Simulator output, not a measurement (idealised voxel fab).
Name of the process module below: voxel gate over fins
Pictured: cross-section cut, 140 nm wide, on a grid of 5 nm square cells.
Cross-section, as written here: a square-cell grid given band by band from the top down, where a band holds one or more rows of cells.
Quick guide to a band line: top height, bottom height (nm) up front; then every material left to right with its width in nm. Only one material and it's marked "throughout"? Then it fills the band edge to edge. And "empty" just means empty space.
Below 0: as-received wafer, all one material; heights counted from there. Lowest band: no bottom, goes on down, written "z 0 and below".
The expression "30 to 40" gives the width at the extremes of the band, the first number at its top row of cells and the second at its bottom row, with the width changing by equal amounts from each row to the next in between.
The cross-section has no changed cell in any step marked "no modification".
Empty spaces without an open route to the top, at least 8 cells in extent, make up the entry "Fully enclosed voids"; each is given as width x height at distance, where the distance is measured from the left edge, and all are in nm.
Formally, on a step line, whatever follows the settings is a remark that the simulator itself makes on the step.
A step's line can hold "overlay nm"; with a mask on that step, the setting says how far right of the planned place the mask lay, while a negative setting says it lay to the left.

Process steps - plan
1. RECEIVE [material Si]
2. CONFORMAL_DEP [material SiN] [thk nm 5]
3. PATTERN [tone cover] [mask id FINS] [material resist] [width nm 15] [pitch nm 40] [thk nm 20] [overlay nm 0]
4. DIRECTIONAL_ETCH [etch materials SiN] [depth nm 5]
5. DIRECTIONAL_ETCH [etch materials Si] [depth nm 40]
6. STRIP [etch materials resist]
7. FILL_DEP [material SiO2] [thk nm 10]
8. CMP [height nm 5]
9. SELECTIVE_ETCH [etch materials SiO2] [depth nm 20]
10. STRIP [etch materials SiN]
11. CONFORMAL_DEP [material HfO2] [thk nm 5]
12. CONFORMAL_DEP [material TiN] [thk nm 5]
13. CONFORMAL_DEP [material TiAl] [thk nm 5]
14. CONFORMAL_DEP [material TiN] [thk nm 5]
15. FILL_DEP [material W] [thk nm 10]
16. CMP [height nm 25]
17. CONFORMAL_DEP [material SiCN] [thk nm 5]

So this is the incoming wafer in cross-section - it's already been through step 1
  z 0 and below | Si throughout
  Fully enclosed voids: none

Module complete, cross-section. Starting point and plan per above. One mistake made in running the module
  z 30 to 25 | SiCN throughout
  z 25 to 20 | W throughout
  z 20 to 15 | 20 of W  95 of SiO2  25 of W
  z 15 to 10 | 20 of W  5 of SiO2  85 of TiAl  5 of SiO2  25 of W
  z 10 to 5 | 20 of W  5 of SiO2  5 of TiAl  35 of TiN  5 of TiAl  35 of TiN  5 of TiAl  5 of SiO2  25 of W
  z 5 to 0 | 25 of SiO2  5 of TiAl  5 of TiN  25 of HfO2  5 of TiN  5 of TiAl  5 of TiN  25 of HfO2  5 of TiN  5 of TiAl  30 of SiO2
  z 0 to -5 | 30 of TiAl  5 of TiN  5 of HfO2  15 of Si  5 of HfO2  5 of TiN  5 of TiAl  5 of TiN  5 of HfO2  15 of Si  5 of HfO2  5 of TiN  35 of TiAl
  z -5 to -10 | 35 of TiN  5 of HfO2  15 of Si  5 of HfO2  15 of TiN  5 of HfO2  15 of Si  5 of HfO2  40 of TiN
  z -10 to -15 | 40 of HfO2  15 of Si  25 of HfO2  15 of Si  45 of HfO2
  z -15 to -40 | 40 of SiO2  15 of Si  25 of SiO2  15 of Si  45 of SiO2
  z -40 and below | Si throughout
  Fully enclosed voids: none
Finding, execution versus plan: step 14 was run on a setting that differed from the plan, and what really ran there is CONFORMAL_DEP [material SiO2] [thk nm 5]
